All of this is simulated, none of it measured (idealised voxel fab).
The following process module bears the name voxel ribs on slabs.
Each square cell in cross-section cut measures 5 nm, and the section as a whole is 155 nm wide.
Cross-section = grid of square cells, listed top down in bands; band = one or more rows.
For a band, the entry starts with two heights in nm, that of the top and then that of the bottom, and carries on with the band's materials in order from left to right, each alongside its width in nm; the word "throughout" beside a single material means it fills the band edge to edge, and "blank" means empty space.
Note: height 0 marks the level under which the wafer is uniformly one material as received. Lowest band unbounded below, written "0..down".
It should be noted that a width expressed as "30..40" varies in equal increments from row to row of cells within the band, taking the value of the first number at the top row and that of the second number at the bottom row.
The cross-section has no changed cell in any step marked "everything unchanged".
The label "Enclosed internal cavities" introduces a list of the empty spaces, 8 cells or larger, that have no open way up to the top; each entry in it reads width x height at distance, where the distance is taken from the left edge and all three are stated in nm.
On a step's line, text after the settings is the simulator commenting on that step.
Steps that use a mask can have "overlay nm" on their line. It says how far the mask sat to the right of where it was meant to be. Negative means to the left.
### These are the steps we planned for the process
step 1: RECEIVE,material Si
step 2: DIRECTIONAL_DEP,material SiO2,thk nm 30
step 3: DIRECTIONAL_DEP,material SiN,thk nm 20
step 4: MASKED_ETCH,tone cover,mask id RIB,width nm 20,etch materials SiN,depth nm 15,overlay nm 0
step 5: MASKED_ETCH,tone cover,mask id SLAB,width nm 50,etch materials SiN,depth nm 5,overlay nm 0
step 6: FILL_DEP,material SiO2,thk nm 25
step 7: CMP,height nm 65
step 8: DIRECTIONAL_DEP,material TiN,thk nm 10
step 9: PATTERN,tone cover,mask id HEATER,material resist,width nm 30,thk nm 20,overlay nm 0
step 10: DIRECTIONAL_ETCH,etch materials TiN,depth nm 10
step 11: STRIP,etch materials resist
step 12: CONFORMAL_DEP,material SiO2,thk nm 10
### Cross-section of the wafer upon arrival, representing the state reached after step 1
* 0..down: Si throughout
* Enclosed internal cavities: none
### Wafer cross-section at end of module: start and plan as shown above, one execution error
* 85..50: SiO2 throughout
* 50..35: SiO2 (65), then SiN (20), then SiO2 (70)
* 35..30: SiO2 (50), then SiN (50), then SiO2 (55)
* 30..0: SiO2 throughout
* 0..down: Si throughout
* Enclosed internal cavities: none
Plan not followed: step 8 was not run as planned; what actually ran was DIRECTIONAL_DEP,material SiO2,thk nm 10
